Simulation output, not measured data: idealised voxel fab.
Title: Process Module voxel tone inversion
It is cross-section cut that appears here, measuring 275 nm in width, its square cells being 5 nm in size.
Reading order for cross-sections: top band down to bottom band. Underlying form: a grid of square cells. Band size: one or more rows of cells. Heads up on the band format: heights come first, top then bottom, in nm. After that it's the materials left to right, each with its width in nm. A single material flagged "everywhere" fills the whole band edge to edge, and "blank" means there's empty space there. A quick word on heights: they are counted from 0, and under that level the wafer as it came to us is one material throughout. The lowest band is different from the rest in having no bottom; it simply continues downward, written as in "0 nm and below". Width: "30->40" (first number = top row, second number = bottom row, same change from row to row of cells). Where a step carries "no change occurred", the cross-section came out of it unchanged, cell for cell. "Fully sealed voids" lists enclosed empty spaces (at least 8 cells, no open path upward to the top), each as width x height at distance from the left edge, in nm. Post-settings text on a step line: simulator's own remark regarding the step. overlay nm: how far to the right of its planned place the mask lay on this masked step (negative: to the left).
The following list gives the planned process steps
1: RECEIVE: material Si
2: CONFORMAL_DEP: material SiCN, thk nm 10
3: DIRECTIONAL_DEP: material polySi, thk nm 15
4: PATTERN: tone cover, mask id POSTS, material resist, width nm 20, pitch nm 40, thk nm 25, overlay nm 0
5: DIRECTIONAL_ETCH: etch materials polySi, depth nm 15
6: STRIP: etch materials resist
7: FILL_DEP: material lowk, thk nm 10
8: CMP: height nm 25
9: STRIP: etch materials polySi
10: CONFORMAL_DEP: material TiN, thk nm 5
11: FILL_DEP: material Ru, thk nm 10
12: CMP: height nm 25
13: CONFORMAL_DEP: material SiN, thk nm 5
First wafer out of two, processed as planned
Cross-section of the wafer at receipt, which is the condition after step 1
  0 nm and below | Si everywhere
  Fully sealed voids: none
Cross-section of the wafer after step 2
  10 nm to 0 nm | SiCN everywhere
  Rest of section, below 0: as before.
Cross-section of the wafer after step 3
  25 nm to 10 nm | polySi everywhere
  Rest of section, below 10: as before.
Cross-section of the wafer after step 4
  50 nm to 25 nm | blank: 65, then resist: 20, then blank: 20, then resist: 20, then blank: 20, then resist: 20, then blank: 20, then resist: 20, then blank: 70
  Rest of section, below 25: as before.
Cross-section of the wafer after step 5
  50 nm to 25 nm | blank: 65, then resist: 20, then blank: 20, then resist: 20, then blank: 20, then resist: 20, then blank: 20, then resist: 20, then blank: 70
  25 nm to 10 nm | blank: 65, then polySi: 20, then blank: 20, then polySi: 20, then blank: 20, then polySi: 20, then blank: 20, then polySi: 20, then blank: 70
  Rest of section, below 10: as before.
Cross-section of the wafer after step 6
  25 nm to 10 nm | blank: 65, then polySi: 20, then blank: 20, then polySi: 20, then blank: 20, then polySi: 20, then blank: 20, then polySi: 20, then blank: 70
  Rest of section, below 10: as before.
Cross-section of the wafer after step 7
  35 nm to 25 nm | lowk everywhere
  25 nm to 10 nm | lowk: 65, then polySi: 20, then lowk: 20, then polySi: 20, then lowk: 20, then polySi: 20, then lowk: 20, then polySi: 20, then lowk: 70
  Rest of section, below 10: as before.
Cross-section of the wafer after step 8
  25 nm to 10 nm | lowk: 65, then polySi: 20, then lowk: 20, then polySi: 20, then lowk: 20, then polySi: 20, then lowk: 20, then polySi: 20, then lowk: 70
  Rest of section, below 10: as before.
Cross-section of the wafer after step 9
  25 nm to 10 nm | lowk: 65, then blank: 20, then lowk: 20, then blank: 20, then lowk: 20, then blank: 20, then lowk: 20, then blank: 20, then lowk: 70
  Rest of section, below 10: as before.
Cross-section of the wafer after step 10
  30 nm to 25 nm | TiN: 70, then blank: 10, then TiN: 30, then blank: 10, then TiN: 30, then blank: 10, then TiN: 30, then blank: 10, then TiN: 75
  25 nm to 15 nm | lowk: 65, then TiN: 5, then blank: 10, then TiN: 5, then lowk: 20, then TiN: 5, then blank: 10, then TiN: 5, then lowk: 20, then TiN: 5, then blank: 10, then TiN: 5, then lowk: 20, then TiN: 5, then blank: 10, then TiN: 5, then lowk: 70
  15 nm to 10 nm | lowk: 65, then TiN: 20, then lowk: 20, then TiN: 20, then lowk: 20, then TiN: 20, then lowk: 20, then TiN: 20, then lowk: 70
  Rest of section, below 10: as before.
Cross-section of the wafer after step 11
  40 nm to 30 nm | Ru everywhere
  30 nm to 25 nm | TiN: 70, then Ru: 10, then TiN: 30, then Ru: 10, then TiN: 30, then Ru: 10, then TiN: 30, then Ru: 10, then TiN: 75
  25 nm to 15 nm | lowk: 65, then TiN: 5, then Ru: 10, then TiN: 5, then lowk: 20, then TiN: 5, then Ru: 10, then TiN: 5, then lowk: 20, then TiN: 5, then Ru: 10, then TiN: 5, then lowk: 20, then TiN: 5, then Ru: 10, then TiN: 5, then lowk: 70
  Rest of section, below 15: as before.
Cross-section of the wafer after step 12
  25 nm to 15 nm | lowk: 65, then TiN: 5, then Ru: 10, then TiN: 5, then lowk: 20, then TiN: 5, then Ru: 10, then TiN: 5, then lowk: 20, then TiN: 5, then Ru: 10, then TiN: 5, then lowk: 20, then TiN: 5, then Ru: 10, then TiN: 5, then lowk: 70
  Rest of section, below 15: as before.
Cross-section of the wafer after step 13
  30 nm to 25 nm | SiN everywhere
  Rest of section, below 25: as before.
Wafer two. Identical start, identical plan. One mistake in execution. Identical history through step 3
Cross-section of the second wafer when, according to plan, step 4 should have finished
  50 nm to 25 nm | blank: 55, then resist: 20, then blank: 20, then resist: 20, then blank: 20, then resist: 20, then blank: 20, then resist: 20, then blank: 80
  Rest of section, below 25: as before.
Cross-section of the second wafer when, according to plan, step 5 should have finished
  50 nm to 25 nm | blank: 55, then resist: 20, then blank: 20, then resist: 20, then blank: 20, then resist: 20, then blank: 20, then resist: 20, then blank: 80
  25 nm to 10 nm | blank: 55, then polySi: 20, then blank: 20, then polySi: 20, then blank: 20, then polySi: 20, then blank: 20, then polySi: 20, then blank: 80
  Rest of section, below 10: as before.
Cross-section of the second wafer when, according to plan, step 6 should have finished
  25 nm to 10 nm | blank: 55, then polySi: 20, then blank: 20, then polySi: 20, then blank: 20, then polySi: 20, then blank: 20, then polySi: 20, then blank: 80
  Rest of section, below 10: as before.
Cross-section of the second wafer when, according to plan, step 7 should have finished
  35 nm to 25 nm | lowk everywhere
  25 nm to 10 nm | lowk: 55, then polySi: 20, then lowk: 20, then polySi: 20, then lowk: 20, then polySi: 20, then lowk: 20, then polySi: 20, then lowk: 80
  Rest of section, below 10: as before.
Cross-section of the second wafer when, according to plan, step 8 should have finished
  25 nm to 10 nm | lowk: 55, then polySi: 20, then lowk: 20, then polySi: 20, then lowk: 20, then polySi: 20, then lowk: 20, then polySi: 20, then lowk: 80
  Rest of section, below 10: as before.
Cross-section of the second wafer when, according to plan, step 9 should have finished
  25 nm to 10 nm | lowk: 55, then blank: 20, then lowk: 20, then blank: 20, then lowk: 20, then blank: 20, then lowk: 20, then blank: 20, then lowk: 80
  Rest of section, below 10: as before.
Cross-section of the second wafer when, according to plan, step 10 should have finished
  30 nm to 25 nm | TiN: 60, then blank: 10, then TiN: 30, then blank: 10, then TiN: 30, then blank: 10, then TiN: 30, then blank: 10, then TiN: 85
  25 nm to 15 nm | lowk: 55, then TiN: 5, then blank: 10, then TiN: 5, then lowk: 20, then TiN: 5, then blank: 10, then TiN: 5, then lowk: 20, then TiN: 5, then blank: 10, then TiN: 5, then lowk: 20, then TiN: 5, then blank: 10, then TiN: 5, then lowk: 80
  15 nm to 10 nm | lowk: 55, then TiN: 20, then lowk: 20, then TiN: 20, then lowk: 20, then TiN: 20, then lowk: 20, then TiN: 20, then lowk: 80
  Rest of section, below 10: as before.
Cross-section of the second wafer when, according to plan, step 11 should have finished
  40 nm to 30 nm | Ru everywhere
  30 nm to 25 nm | TiN: 60, then Ru: 10, then TiN: 30, then Ru: 10, then TiN: 30, then Ru: 10, then TiN: 30, then Ru: 10, then TiN: 85
  25 nm to 15 nm | lowk: 55, then TiN: 5, then Ru: 10, then TiN: 5, then lowk: 20, then TiN: 5, then Ru: 10, then TiN: 5, then lowk: 20, then TiN: 5, then Ru: 10, then TiN: 5, then lowk: 20, then TiN: 5, then Ru: 10, then TiN: 5, then lowk: 80
  Rest of section, below 15: as before.
Cross-section of the second wafer when, according to plan, step 12 should have finished
  25 nm to 15 nm | lowk: 55, then TiN: 5, then Ru: 10, then TiN: 5, then lowk: 20, then TiN: 5, then Ru: 10, then TiN: 5, then lowk: 20, then TiN: 5, then Ru: 10, then TiN: 5, then lowk: 20, then TiN: 5, then Ru: 10, then TiN: 5, then lowk: 80
  Rest of section, below 15: as before.
Cross-section of the second wafer when, according to plan, step 13 should have finished
  30 nm to 25 nm | SiN everywhere
  Rest of section, below 25: as before.
Deviation from plan: step 4 changed vs plan, executed as PATTERN: tone cover, mask id POSTS, material resist, width nm 20, pitch nm 40, thk nm 25, overlay nm -10
At the end, the second wafer has the same number of cells of each material as the first, but those cells sit in other places.
